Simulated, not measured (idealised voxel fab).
Process module, titled voxel transistor to metal
We display cut, a cross-section 210 nm in width whose square cells are each 5 nm.
Just so we're on the same page, the cross-sections are grids of square cells, and they're listed out in bands top to bottom, each band one or more rows deep. Band: top and bottom heights (nm) first, top before bottom; then materials from left to right, widths in nm. "full width" marks a sole material filling the band edge to edge. "empty" denotes empty space. Heights are expressed relative to 0, this being the level below which the as-received wafer comprises one material exclusively. The lowest band is unbounded in the downward direction and is denoted as in "0 -> down". Per-row width for "30..40": begins at first number (top row of band), ends at second number (bottom row), increment between rows held constant. You'll sometimes find "same as before" written for a step, and that's the way of saying that nowhere in the cross-section did a cell change during that step. So "Closed void register" is basically the list of trapped voids: any empty space of 8 cells or more that can't reach the top through an opening. They're written width x height at distance, the distance being from the left edge, and it's all nm. after a step's settings: what the simulator itself notes on the step. overlay nm: for a step with a mask, the amount by which the mask lay right of where it was planned; a negative amount means left of it.
This section lists the process steps that were planned
1: RECEIVE, material Si
2: CONFORMAL_DEP, material SiO2, thk nm 5
3: CONFORMAL_DEP, material SiN, thk nm 15
4: DIRECTIONAL_DEP, material aC, thk nm 10
5: PATTERN, tone cover, mask id ACTIVE, material resist, width nm 115, thk nm 25, overlay nm 0
6: DIRECTIONAL_ETCH, etch materials aC, depth nm 10
7: STRIP, etch materials resist
8: DIRECTIONAL_ETCH, etch materials SiN, depth nm 15
9: DIRECTIONAL_ETCH, etch materials SiO2, depth nm 5
10: DIRECTIONAL_ETCH, etch materials Si, depth nm 20
11: STRIP, etch materials aC
12: OXIDIZE, depth nm 5
13: FILL_DEP, material SiO2, thk nm 15
14: CMP, height nm 20
15: SELECTIVE_ETCH, etch materials SiO2, depth nm 15
16: STRIP, etch materials SiN
17: SELECTIVE_ETCH, etch materials SiO2, depth nm 5
18: OXIDIZE, depth nm 5
19: DIRECTIONAL_DEP, material polySi, thk nm 30
20: DIRECTIONAL_DEP, material SiCN, thk nm 10
21: PATTERN, tone cover, mask id GATE, material resist, width nm 25, thk nm 20, overlay nm 0
22: DIRECTIONAL_ETCH, etch materials SiCN, depth nm 20
23: DIRECTIONAL_ETCH, etch materials polySi, depth nm 40
24: STRIP, etch materials resist
25: CONFORMAL_DEP, material SiO2, thk nm 5
26: DIRECTIONAL_ETCH, etch materials SiO2, depth nm 5
27: CONFORMAL_DEP, material SiN, thk nm 5
28: DIRECTIONAL_ETCH, etch materials SiN, depth nm 5
29: DIRECTIONAL_ETCH, etch materials SiO2, depth nm 5
30: EPI, material SiGe, thk nm 5
31: FILL_DEP, material SiO2, thk nm 10
32: CMP, height nm 40
33: DIRECTIONAL_DEP, material SiO2, thk nm 10
34: MASKED_ETCH, tone open, mask id CONTACT, width nm 30, pitch nm 65, etch materials SiO2, depth nm 50, overlay nm 0
35: CONFORMAL_DEP, material TiN, thk nm 5
36: FILL_DEP, material W, thk nm 10
37: CMP, height nm 50
38: CONFORMAL_DEP, material SiN, thk nm 5
39: DIRECTIONAL_DEP, material SiO2, thk nm 20
40: MASKED_ETCH, tone open, mask id METAL_1, width nm 15, pitch nm 80, etch materials SiO2, depth nm 20, overlay nm 0
41: MASKED_ETCH, tone open, mask id METAL_1, width nm 15, pitch nm 80, etch materials SiN, depth nm 5, overlay nm 0
42: CONFORMAL_DEP, material TiN, thk nm 5
43: FILL_DEP, material W, thk nm 10
44: CMP, height nm 75
45: EPI, material Ru, thk nm 5
46: FILL_DEP, material SiCN, thk nm 5
First wafer of two (run as planned)
The cross-section here shows the wafer as received, i.e. in its state after step 1
    0 -> down  Si full width
    Closed void register: none
Once step 2 is through, the wafer looks like this in cross-section
    5 -> 0  SiO2 full width
    Unchanged below 0.
Once step 3 is through, the wafer looks like this in cross-section
    20 -> 5  SiN full width
    Unchanged below 5.
Once step 4 is through, the wafer looks like this in cross-section
    30 -> 20  aC full width
    Unchanged below 20.
Once step 5 is through, the wafer looks like this in cross-section
    55 -> 30  empty 45 | resist 115 | empty 50
    Unchanged below 30.
Once step 6 is through, the wafer looks like this in cross-section
    45 -> 30  empty 45 | resist 115 | empty 50
    30 -> 20  empty 45 | aC 115 | empty 50
    Unchanged below 20.
Once step 7 is through, the wafer looks like this in cross-section
    30 -> 20  empty 45 | aC 115 | empty 50
    Unchanged below 20.
Once step 8 is through, the wafer looks like this in cross-section
    30 -> 20  empty 45 | aC 115 | empty 50
    20 -> 5  empty 45 | SiN 115 | empty 50
    Unchanged below 5.
Once step 9 is through, the wafer looks like this in cross-section
    30 -> 20  empty 45 | aC 115 | empty 50
    20 -> 5  empty 45 | SiN 115 | empty 50
    5 -> 0  empty 45 | SiO2 115 | empty 50
    Unchanged below 0.
Once step 10 is through, the wafer looks like this in cross-section
    30 -> 20  empty 45 | aC 115 | empty 50
    20 -> 5  empty 45 | SiN 115 | empty 50
    5 -> 0  empty 45 | SiO2 115 | empty 50
    0 -> -20  empty 45 | Si 115 | empty 50
    Unchanged below -20.
Once step 11 is through, the wafer looks like this in cross-section
    20 -> 5  empty 45 | SiN 115 | empty 50
    Unchanged below 5.
Once step 12 is through, the wafer looks like this in cross-section
    20 -> 5  empty 45 | SiN 115 | empty 50
    5 -> 0  empty 45 | SiO2 115 | empty 50
    0 -> -20  empty 45 | SiO2 5 | Si 105 | SiO2 5 | empty 50
    -20 -> -25  SiO2 50 | Si 105 | SiO2 55
    Unchanged below -25.
Once step 13 is through, the wafer looks like this in cross-section
    35 -> 20  SiO2 full width
    20 -> 5  SiO2 45 | SiN 115 | SiO2 50
    5 -> 0  SiO2 full width
    0 -> -25  SiO2 50 | Si 105 | SiO2 55
    Unchanged below -25.
Once step 14 is through, the wafer looks like this in cross-section
    20 -> 5  SiO2 45 | SiN 115 | SiO2 50
    Unchanged below 5.
Once step 15 is through, the wafer looks like this in cross-section
    20 -> 5  empty 45 | SiN 115 | empty 50
    Unchanged below 5.
Once step 16 is through, the wafer looks like this in cross-section
    5 -> 0  SiO2 full width
    Unchanged below 0.
Once step 17 is through, the wafer looks like this in cross-section
    0 -> -25  SiO2 50 | Si 105 | SiO2 55
    Unchanged below -25.
Once step 18 is through, the wafer looks like this in cross-section
    0 -> -5  SiO2 full width
    Unchanged below -5.
Once step 19 is through, the wafer looks like this in cross-section
    30 -> 0  polySi full width
    Unchanged below 0.
Once step 20 is through, the wafer looks like this in cross-section
    40 -> 30  SiCN full width
    Unchanged below 30.
Once step 21 is through, the wafer looks like this in cross-section
    60 -> 40  empty 90 | resist 25 | empty 95
    Unchanged below 40.
Once step 22 is through, the wafer looks like this in cross-section
    60 -> 40  empty 90 | resist 25 | empty 95
    40 -> 30  empty 90 | SiCN 25 | empty 95
    Unchanged below 30.
Once step 23 is through, the wafer looks like this in cross-section
    60 -> 40  empty 90 | resist 25 | empty 95
    40 -> 30  empty 90 | SiCN 25 | empty 95
    30 -> 0  empty 90 | polySi 25 | empty 95
    Unchanged below 0.
Once step 24 is through, the wafer looks like this in cross-section
    40 -> 30  empty 90 | SiCN 25 | empty 95
    Unchanged below 30.
Once step 25 is through, the wafer looks like this in cross-section
    45 -> 40  empty 85 | SiO2 35 | empty 90
    40 -> 30  empty 85 | SiO2 5 | SiCN 25 | SiO2 5 | empty 90
    30 -> 5  empty 85 | SiO2 5 | polySi 25 | SiO2 5 | empty 90
    5 -> 0  SiO2 90 | polySi 25 | SiO2 95
    Unchanged below 0.
Once step 26 is through, the wafer looks like this in cross-section
    40 -> 30  empty 85 | SiO2 5 | SiCN 25 | SiO2 5 | empty 90
    30 -> 0  empty 85 | SiO2 5 | polySi 25 | SiO2 5 | empty 90
    Unchanged below 0.
Once step 27 is through, the wafer looks like this in cross-section
    45 -> 40  empty 80 | SiN 45 | empty 85
    40 -> 30  empty 80 | SiN 5 | SiO2 5 | SiCN 25 | SiO2 5 | SiN 5 | empty 85
    30 -> 5  empty 80 | SiN 5 | SiO2 5 | polySi 25 | SiO2 5 | SiN 5 | empty 85
    5 -> 0  SiN 85 | SiO2 5 | polySi 25 | SiO2 5 | SiN 90
    Unchanged below 0.
Once step 28 is through, the wafer looks like this in cross-section
    40 -> 30  empty 80 | SiN 5 | SiO2 5 | SiCN 25 | SiO2 5 | SiN 5 | empty 85
    30 -> 0  empty 80 | SiN 5 | SiO2 5 | polySi 25 | SiO2 5 | SiN 5 | empty 85
    Unchanged below 0.
Once step 29 is through, the wafer looks like this in cross-section
    40 -> 35  empty 80 | SiN 5 | empty 5 | SiCN 25 | empty 5 | SiN 5 | empty 85
    35 -> 30  empty 80 | SiN 5 | SiO2 5 | SiCN 25 | SiO2 5 | SiN 5 | empty 85
    30 -> 0  empty 80 | SiN 5 | SiO2 5 | polySi 25 | SiO2 5 | SiN 5 | empty 85
    0 -> -5  empty 80 | SiO2 45 | empty 85
    Unchanged below -5.
Once step 30 is through, the wafer looks like this in cross-section
    40 -> 35  empty 80 | SiN 5 | empty 5 | SiCN 25 | empty 5 | SiN 5 | empty 85
    35 -> 30  empty 80 | SiN 5 | SiO2 5 | SiCN 25 | SiO2 5 | SiN 5 | empty 85
    30 -> 0  empty 80 | SiN 5 | SiO2 5 | polySi 25 | SiO2 5 | SiN 5 | empty 85
    0 -> -5  empty 45 | SiGe 35 | SiO2 45 | SiGe 35 | empty 50
    Unchanged below -5.
Once step 31 is through, the wafer looks like this in cross-section
    50 -> 40  SiO2 full width
    40 -> 30  SiO2 80 | SiN 5 | SiO2 5 | SiCN 25 | SiO2 5 | SiN 5 | SiO2 85
    30 -> 0  SiO2 80 | SiN 5 | SiO2 5 | polySi 25 | SiO2 5 | SiN 5 | SiO2 85
    0 -> -5  SiO2 45 | SiGe 35 | SiO2 45 | SiGe 35 | SiO2 50
    Unchanged below -5.
Once step 32 is through, the wafer looks like this in cross-section
    40 -> 30  SiO2 80 | SiN 5 | SiO2 5 | SiCN 25 | SiO2 5 | SiN 5 | SiO2 85
    Unchanged below 30.
Once step 33 is through, the wafer looks like this in cross-section
    50 -> 40  SiO2 full width
    Unchanged below 40.
Once step 34 is through, the wafer looks like this in cross-section
    50 -> 40  SiO2 55 | empty 30 | SiO2 35 | empty 30 | SiO2 60
    40 -> 30  SiO2 55 | empty 25 | SiN 5 | SiO2 5 | SiCN 25 | SiO2 5 | SiN 5 | empty 25 | SiO2 60
    30 -> 0  SiO2 55 | empty 25 | SiN 5 | SiO2 5 | polySi 25 | SiO2 5 | SiN 5 | empty 25 | SiO2 60
    Unchanged below 0.
Once step 35 is through, the wafer looks like this in cross-section
    55 -> 50  TiN 60 | empty 20 | TiN 45 | empty 20 | TiN 65
    50 -> 40  SiO2 55 | TiN 5 | empty 20..15 | TiN 5..10 | SiO2 35 | TiN 5..10 | empty 20..15 | TiN 5 | SiO2 60
    40 -> 30  SiO2 55 | TiN 5 | empty 15 | TiN 5 | SiN 5 | SiO2 5 | SiCN 25 | SiO2 5 | SiN 5 | TiN 5 | empty 15 | TiN 5 | SiO2 60
    30 -> 5  SiO2 55 | TiN 5 | empty 15 | TiN 5 | SiN 5 | SiO2 5 | polySi 25 | SiO2 5 | SiN 5 | TiN 5 | empty 15 | TiN 5 | SiO2 60
    5 -> 0  SiO2 55 | TiN 25 | SiN 5 | SiO2 5 | polySi 25 | SiO2 5 | SiN 5 | TiN 25 | SiO2 60
    Unchanged below 0.
Once step 36 is through, the wafer looks like this in cross-section
    65 -> 55  W full width
    55 -> 50  TiN 60 | W 20 | TiN 45 | W 20 | TiN 65
    50 -> 40  SiO2 55 | TiN 5 | W 20..15 | TiN 5..10 | SiO2 35 | TiN 5..10 | W 20..15 | TiN 5 | SiO2 60
    40 -> 30  SiO2 55 | TiN 5 | W 15 | TiN 5 | SiN 5 | SiO2 5 | SiCN 25 | SiO2 5 | SiN 5 | TiN 5 | W 15 | TiN 5 | SiO2 60
    30 -> 5  SiO2 55 | TiN 5 | W 15 | TiN 5 | SiN 5 | SiO2 5 | polySi 25 | SiO2 5 | SiN 5 | TiN 5 | W 15 | TiN 5 | SiO2 60
    Unchanged below 5.
Once step 37 is through, the wafer looks like this in cross-section
    50 -> 40  SiO2 55 | TiN 5 | W 20..15 | TiN 5..10 | SiO2 35 | TiN 5..10 | W 20..15 | TiN 5 | SiO2 60
    Unchanged below 40.
Once step 38 is through, the wafer looks like this in cross-section
    55 -> 50  SiN full width
    Unchanged below 50.
Once step 39 is through, the wafer looks like this in cross-section
    75 -> 55  SiO2 full width
    Unchanged below 55.
Once step 40 is through, the wafer looks like this in cross-section
    75 -> 55  SiO2 55 | empty 15 | SiO2 65 | empty 15 | SiO2 60
    Unchanged below 55.
Once step 41 is through, the wafer looks like this in cross-section
    75 -> 55  SiO2 55 | empty 15 | SiO2 65 | empty 15 | SiO2 60
    55 -> 50  SiN 55 | empty 15 | SiN 65 | empty 15 | SiN 60
    Unchanged below 50.
Once step 42 is through, the wafer looks like this in cross-section
    80 -> 75  TiN 60 | empty 5 | TiN 75 | empty 5 | TiN 65
    75 -> 55  SiO2 55 | TiN 5 | empty 5 | TiN 5 | SiO2 65 | TiN 5 | empty 5 | TiN 5 | SiO2 60
    55 -> 50  SiN 55 | TiN 15 | SiN 65 | TiN 15 | SiN 60
    Unchanged below 50.
Once step 43 is through, the wafer looks like this in cross-section
    90 -> 80  W full width
    80 -> 75  TiN 60 | W 5 | TiN 75 | W 5 | TiN 65
    75 -> 55  SiO2 55 | TiN 5 | W 5 | TiN 5 | SiO2 65 | TiN 5 | W 5 | TiN 5 | SiO2 60
    Unchanged below 55.
Once step 44 is through, the wafer looks like this in cross-section
    75 -> 55  SiO2 55 | TiN 5 | W 5 | TiN 5 | SiO2 65 | TiN 5 | W 5 | TiN 5 | SiO2 60
    Unchanged below 55.
Once step 45 is through, the wafer looks like this in cross-section
    80 -> 75  empty 50 | Ru 25 | empty 55 | Ru 25 | empty 55
    Unchanged below 75.
Once step 46 is through, the wafer looks like this in cross-section
    85 -> 80  SiCN full width
    80 -> 75  SiCN 50 | Ru 25 | SiCN 55 | Ru 25 | SiCN 55
    Unchanged below 75.
Regarding the second of the two wafers: it shared the first wafer's starting condition and process plan, yet one error occurred during its execution. Its history coincides with that of the first wafer up to and including step 39
Cross-section of the second wafer at the time by which step 40 should have been completed according to the plan
    75 -> 55  SiO2 50 | empty 15 | SiO2 65 | empty 15 | SiO2 65
    Unchanged below 55.
Cross-section of the second wafer at the time by which step 41 should have been completed according to the plan
    75 -> 55  SiO2 50 | empty 15 | SiO2 65 | empty 15 | SiO2 65
    55 -> 50  SiN 55 | empty 10 | SiN 70 | empty 10 | SiN 65
    Unchanged below 50.
Cross-section of the second wafer at the time by which step 42 should have been completed according to the plan
    80 -> 75  TiN 55 | empty 5 | TiN 75 | empty 5 | TiN 70
    75 -> 60  SiO2 50 | TiN 5 | empty 5 | TiN 5 | SiO2 65 | TiN 5 | empty 5 | TiN 5 | SiO2 65
    60 -> 55  SiO2 50 | TiN 15 | SiO2 65 | TiN 15 | SiO2 65
    55 -> 50  SiN 55 | TiN 10 | SiN 70 | TiN 10 | SiN 65
    Unchanged below 50.
Cross-section of the second wafer at the time by which step 43 should have been completed according to the plan
    90 -> 80  W full width
    80 -> 75  TiN 55 | W 5 | TiN 75 | W 5 | TiN 70
    75 -> 60  SiO2 50 | TiN 5 | W 5 | TiN 5 | SiO2 65 | TiN 5 | W 5 | TiN 5 | SiO2 65
    Unchanged below 60.
Cross-section of the second wafer at the time by which step 44 should have been completed according to the plan
    75 -> 60  SiO2 50 | TiN 5 | W 5 | TiN 5 | SiO2 65 | TiN 5 | W 5 | TiN 5 | SiO2 65
    Unchanged below 60.
Cross-section of the second wafer at the time by which step 45 should have been completed according to the plan
    80 -> 75  empty 45 | Ru 25 | empty 55 | Ru 25 | empty 60
    Unchanged below 75.
Cross-section of the second wafer at the time by which step 46 should have been completed according to the plan
    85 -> 80  SiCN full width
    80 -> 75  SiCN 45 | Ru 25 | SiCN 55 | Ru 25 | SiCN 60
    Unchanged below 75.
Deviation from plan: step 40 did not happen as planned, as run it was MASKED_ETCH, tone open, mask id METAL_1, width nm 15, pitch nm 80, etch materials SiO2, depth nm 20, overlay nm -5
Per the end-of-run cell counts, the second wafer holds more or fewer of some materials than the first: SiN +2, W -2
